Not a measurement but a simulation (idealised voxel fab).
You're looking at the process module voxel ribs on slabs.
The figure presents cross-section cut, which has a width of 285 nm and is divided into square cells with an edge length of 5 nm.
Reading order for cross-sections: top band down to bottom band. Underlying form: a grid of square cells. Band size: one or more rows of cells. In this notation a band is specified by the heights of its top and bottom, in that order and in nm, after which its materials appear from left to right, each paired with its width in nm. The word "everywhere" attached to a single material means that material fills the band from edge to edge; the word "blank" stands for empty space. Ref level 0: as-received wafer is one material below here. Bottom band extends down with no lower bound ("0 down"). A width such as "30->40" changes by the same amount from each row of cells to the next, from the band's top row to its bottom row. Where a step carries "no change", the cross-section came out of it unchanged, cell for cell. "Closed void table" - sealed voids, min. 8 cells, no opening to top; format: width x height at distance (distance from left edge; nm throughout). What comes after the settings on a step's line is commentary from the simulator itself on that step. overlay nm: how far to the right of its planned place the mask lay on this masked step (negative: to the left).

STEPS IN THE PROCESS PLAN
1. RECEIVE,material Si
2. DIRECTIONAL_DEP,material SiO2,thk nm 25
3. DIRECTIONAL_DEP,material SiN,thk nm 20
4. DIRECTIONAL_DEP,material aC,thk nm 10
5. PATTERN,tone cover,mask id RIB,material resist,width nm 25,thk nm 25,overlay nm 0
6. DIRECTIONAL_ETCH,etch materials aC,depth nm 10
7. STRIP,etch materials resist
8. DIRECTIONAL_ETCH,etch materials SiN,depth nm 5
9. STRIP,etch materials aC
10. DIRECTIONAL_DEP,material aC,thk nm 10
11. PATTERN,tone cover,mask id SLAB,material resist,width nm 55,thk nm 30,overlay nm 0
12. DIRECTIONAL_ETCH,etch materials aC,depth nm 10
13. STRIP,etch materials resist
14. DIRECTIONAL_ETCH,etch materials SiN,depth nm 15
15. STRIP,etch materials aC
16. FILL_DEP,material SiO2,thk nm 15
17. CMP,height nm 55
18. DIRECTIONAL_DEP,material W,thk nm 5
19. PATTERN,tone cover,mask id HEATER,material resist,width nm 35,thk nm 20,overlay nm 0
20. DIRECTIONAL_ETCH,etch materials W,depth nm 5
21. STRIP,etch materials resist
22. CONFORMAL_DEP,material SiO2,thk nm 5

THE FIRST OF A SET OF TWO WAFERS, RUN TO PLAN

STEP 1 COMPLETE: CROSS-SECTION OF THE WAFER AS RECEIVED
    0 down: Si everywhere
    Closed void table: none

CROSS-SECTION OF THE WAFER SUBSEQUENT TO STEP 2
    25 to 0: SiO2 everywhere
    Whatever lies below 0 is exactly as it was before.

CROSS-SECTION OF THE WAFER SUBSEQUENT TO STEP 3
    45 to 25: SiN everywhere
    Whatever lies below 25 is exactly as it was before.

CROSS-SECTION OF THE WAFER SUBSEQUENT TO STEP 4
    55 to 45: aC everywhere
    Whatever lies below 45 is exactly as it was before.

CROSS-SECTION OF THE WAFER SUBSEQUENT TO STEP 5
    80 to 55: 130 blank  25 resist  130 blank
    Whatever lies below 55 is exactly as it was before.

CROSS-SECTION OF THE WAFER SUBSEQUENT TO STEP 6
    70 to 55: 130 blank  25 resist  130 blank
    55 to 45: 130 blank  25 aC  130 blank
    Whatever lies below 45 is exactly as it was before.

CROSS-SECTION OF THE WAFER SUBSEQUENT TO STEP 7
    55 to 45: 130 blank  25 aC  130 blank
    Whatever lies below 45 is exactly as it was before.

CROSS-SECTION OF THE WAFER SUBSEQUENT TO STEP 8
    55 to 45: 130 blank  25 aC  130 blank
    45 to 40: 130 blank  25 SiN  130 blank
    Whatever lies below 40 is exactly as it was before.

CROSS-SECTION OF THE WAFER SUBSEQUENT TO STEP 9
    45 to 40: 130 blank  25 SiN  130 blank
    Whatever lies below 40 is exactly as it was before.

CROSS-SECTION OF THE WAFER SUBSEQUENT TO STEP 10
    55 to 50: 130 blank  25 aC  130 blank
    50 to 45: aC everywhere
    45 to 40: 130 aC  25 SiN  130 aC
    Whatever lies below 40 is exactly as it was before.

CROSS-SECTION OF THE WAFER SUBSEQUENT TO STEP 11
    85 to 55: 115 blank  55 resist  115 blank
    55 to 50: 115 blank  15 resist  25 aC  15 resist  115 blank
    Whatever lies below 50 is exactly as it was before.

CROSS-SECTION OF THE WAFER SUBSEQUENT TO STEP 12
    75 to 55: 115 blank  55 resist  115 blank
    55 to 50: 115 blank  15 resist  25 aC  15 resist  115 blank
    50 to 45: 115 blank  55 aC  115 blank
    45 to 40: 115 blank  15 aC  25 SiN  15 aC  115 blank
    Whatever lies below 40 is exactly as it was before.

CROSS-SECTION OF THE WAFER SUBSEQUENT TO STEP 13
    55 to 45: 130->115 blank  25->55 aC  130->115 blank
    Whatever lies below 45 is exactly as it was before.

CROSS-SECTION OF THE WAFER SUBSEQUENT TO STEP 14
    55 to 45: 130->115 blank  25->55 aC  130->115 blank
    45 to 40: 115 blank  15 aC  25 SiN  15 aC  115 blank
    40 to 25: 115 blank  55 SiN  115 blank
    Whatever lies below 25 is exactly as it was before.

CROSS-SECTION OF THE WAFER SUBSEQUENT TO STEP 15
    45 to 40: 130 blank  25 SiN  130 blank
    Whatever lies below 40 is exactly as it was before.

CROSS-SECTION OF THE WAFER SUBSEQUENT TO STEP 16
    60 to 45: SiO2 everywhere
    45 to 40: 130 SiO2  25 SiN  130 SiO2
    40 to 25: 115 SiO2  55 SiN  115 SiO2
    Whatever lies below 25 is exactly as it was before.

CROSS-SECTION OF THE WAFER SUBSEQUENT TO STEP 17
    55 to 45: SiO2 everywhere
    Whatever lies below 45 is exactly as it was before.

CROSS-SECTION OF THE WAFER SUBSEQUENT TO STEP 18
    60 to 55: W everywhere
    Whatever lies below 55 is exactly as it was before.

CROSS-SECTION OF THE WAFER SUBSEQUENT TO STEP 19
    80 to 60: 125 blank  35 resist  125 blank
    Whatever lies below 60 is exactly as it was before.

CROSS-SECTION OF THE WAFER SUBSEQUENT TO STEP 20
    80 to 60: 125 blank  35 resist  125 blank
    60 to 55: 125 blank  35 W  125 blank
    Whatever lies below 55 is exactly as it was before.

CROSS-SECTION OF THE WAFER SUBSEQUENT TO STEP 21
    60 to 55: 125 blank  35 W  125 blank
    Whatever lies below 55 is exactly as it was before.

CROSS-SECTION OF THE WAFER SUBSEQUENT TO STEP 22
    65 to 60: 120 blank  45 SiO2  120 blank
    60 to 55: 125 SiO2  35 W  125 SiO2
    Whatever lies below 55 is exactly as it was before.

WAFER TWO OF THE PAIR: SAME ORIGIN, SAME PLAN, ONE ERROR DURING THE RUN; IDENTICAL TO WAFER ONE UP TO AND INCLUDING STEP 16

SECOND WAFER SHOWN IN CROSS-SECTION AT THE TIME STEP 17 WAS SLATED TO END
    50 to 45: SiO2 everywhere
    Whatever lies below 45 is exactly as it was before.

SECOND WAFER SHOWN IN CROSS-SECTION AT THE TIME STEP 18 WAS SLATED TO END
    55 to 50: W everywhere
    Whatever lies below 50 is exactly as it was before.

SECOND WAFER SHOWN IN CROSS-SECTION AT THE TIME STEP 19 WAS SLATED TO END
    75 to 55: 125 blank  35 resist  125 blank
    Whatever lies below 55 is exactly as it was before.

SECOND WAFER SHOWN IN CROSS-SECTION AT THE TIME STEP 20 WAS SLATED TO END
    75 to 55: 125 blank  35 resist  125 blank
    55 to 50: 125 blank  35 W  125 blank
    Whatever lies below 50 is exactly as it was before.

SECOND WAFER SHOWN IN CROSS-SECTION AT THE TIME STEP 21 WAS SLATED TO END
    55 to 50: 125 blank  35 W  125 blank
    Whatever lies below 50 is exactly as it was before.

SECOND WAFER SHOWN IN CROSS-SECTION AT THE TIME STEP 22 WAS SLATED TO END
    60 to 55: 120 blank  45 SiO2  120 blank
    55 to 50: 125 SiO2  35 W  125 SiO2
    Whatever lies below 50 is exactly as it was before.
In executing the process, a mistake was made relative to the plan: step 17 ran as: CMP,height nm 50
Bottom line after processing is that, in cells, the second wafer is up or down on some materials versus the first: SiO2: 57 fewer
